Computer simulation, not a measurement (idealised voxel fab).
The name of this process module is voxel self aligned contacts.
Cross-section cut: width 230 nm, square cells of 5 nm.
Think of the cross-section as a grid of square cells. We describe it in bands, top to bottom, and each band covers one or more rows of those cells.
The band entry comprises the height of the band's top followed by the height of its bottom, expressed in nm, and subsequently the band's materials from left to right, each stated together with its width in nm. Where a single material is marked with the word "full width", that material fills the band from edge to edge. The word "air" represents empty space.
The level at which height equals 0 is the one under which the wafer, as it arrives, is entirely one material. No lower edge exists for the bottom band, which continues downward and is notated as in "0 and below".
The notation "30->40" denotes a width that varies across the rows of cells in the band, beginning at the first number in the top row, finishing at the second number in the bottom row, and changing by an identical amount from each row to the next.
The cross-section has no changed cell in any step marked "nothing different".
The entry "Voids, fully enclosed" lists the empty spaces that cover at least 8 cells and have no open path to the top. Each is written as width x height at distance, where the distance is measured from the left edge and all three values are in nm.
Past the settings on a step's line: simulator remark, on that step.
overlay nm: where the mask lay relative to plan, measured to the right, on steps with a mask; negatives go left.

[The planned process steps are enumerated hereunder]
- 1: RECEIVE with material Si
- 2: OXIDIZE with depth nm 5
- 3: DIRECTIONAL_DEP with material polySi, thk nm 30
- 4: DIRECTIONAL_DEP with material SiN, thk nm 20
- 5: DIRECTIONAL_DEP with material aC, thk nm 15
- 6: PATTERN with tone cover, mask id GATE, material resist, width nm 25, pitch nm 50, thk nm 30, overlay nm 0
- 7: DIRECTIONAL_ETCH with etch materials aC, depth nm 15
- 8: STRIP with etch materials resist
- 9: DIRECTIONAL_ETCH with etch materials SiN, depth nm 20
- 10: DIRECTIONAL_ETCH with etch materials polySi, depth nm 30
- 11: STRIP with etch materials aC
- 12: CONFORMAL_DEP with material SiN, thk nm 5
- 13: DIRECTIONAL_ETCH with etch materials SiN, depth nm 5
- 14: FILL_DEP with material SiO2, thk nm 20
- 15: CMP with height nm 60
- 16: PATTERN with tone open, mask id CONTACT, material resist, width nm 35, thk nm 15, overlay nm 0
- 17: DIRECTIONAL_ETCH with etch materials SiO2, depth nm 65
- 18: STRIP with etch materials resist
- 19: CONFORMAL_DEP with material TiN, thk nm 5
- 20: FILL_DEP with material Ru, thk nm 5
- 21: CMP with height nm 60
- 22: CONFORMAL_DEP with material SiCN, thk nm 5

[Wafer as received: cross-section following step 1]
* 0 and below = Si full width
* Voids, fully enclosed: none

[Wafer cross-section at module end: first of two, run to plan]
* 65 down to 60 = SiCN full width
* 60 down to 50 = SiO2: 95, then TiN: 5->15, then Ru: 25->5, then TiN: 5->15, then SiO2: 100
* 50 down to 30 = SiO2: 70, then SiN: 35, then TiN: 5, then Ru: 5, then TiN: 5, then SiN: 35, then SiO2: 75
* 30 down to 0 = SiO2: 70, then SiN: 5, then polySi: 25, then SiN: 5, then TiN: 5, then Ru: 5, then TiN: 5, then SiN: 5, then polySi: 25, then SiN: 5, then SiO2: 75
* 0 down to -5 = SiO2: 105, then TiN: 15, then SiO2: 110
* -5 and below = Si full width
* Voids, fully enclosed: none

[So this is wafer number two of the two, cut at the end of the module - it started where the first did and had the same plan, we just got one thing wrong running it]
* 65 down to 60 = SiCN full width
* 60 down to 50 = SiO2: 95, then TiN: 5->15, then Ru: 25->5, then TiN: 5->15, then SiO2: 100
* 50 down to 30 = SiO2: 70, then SiN: 35, then TiN: 5, then Ru: 5, then TiN: 5, then SiN: 35, then SiO2: 75
* 30 down to 5 = SiO2: 70, then SiN: 5, then polySi: 25, then SiN: 5, then TiN: 5, then Ru: 5, then TiN: 5, then SiN: 5, then polySi: 25, then SiN: 5, then SiO2: 75
* 5 down to 0 = SiO2: 70, then SiN: 5, then polySi: 25, then SiN: 5, then TiN: 15, then SiN: 5, then polySi: 25, then SiN: 5, then SiO2: 75
* 0 and below = Si full width
* Voids, fully enclosed: none
Misprocessing identified: the plan's step 2 went unexecuted, having been skipped
Once processing is complete, comparing cell counts shows that the second wafer has more or fewer of certain materials than the first: Ru: 1 fewer | Si: 46 more | SiO2: 43 fewer | TiN: 2 fewer
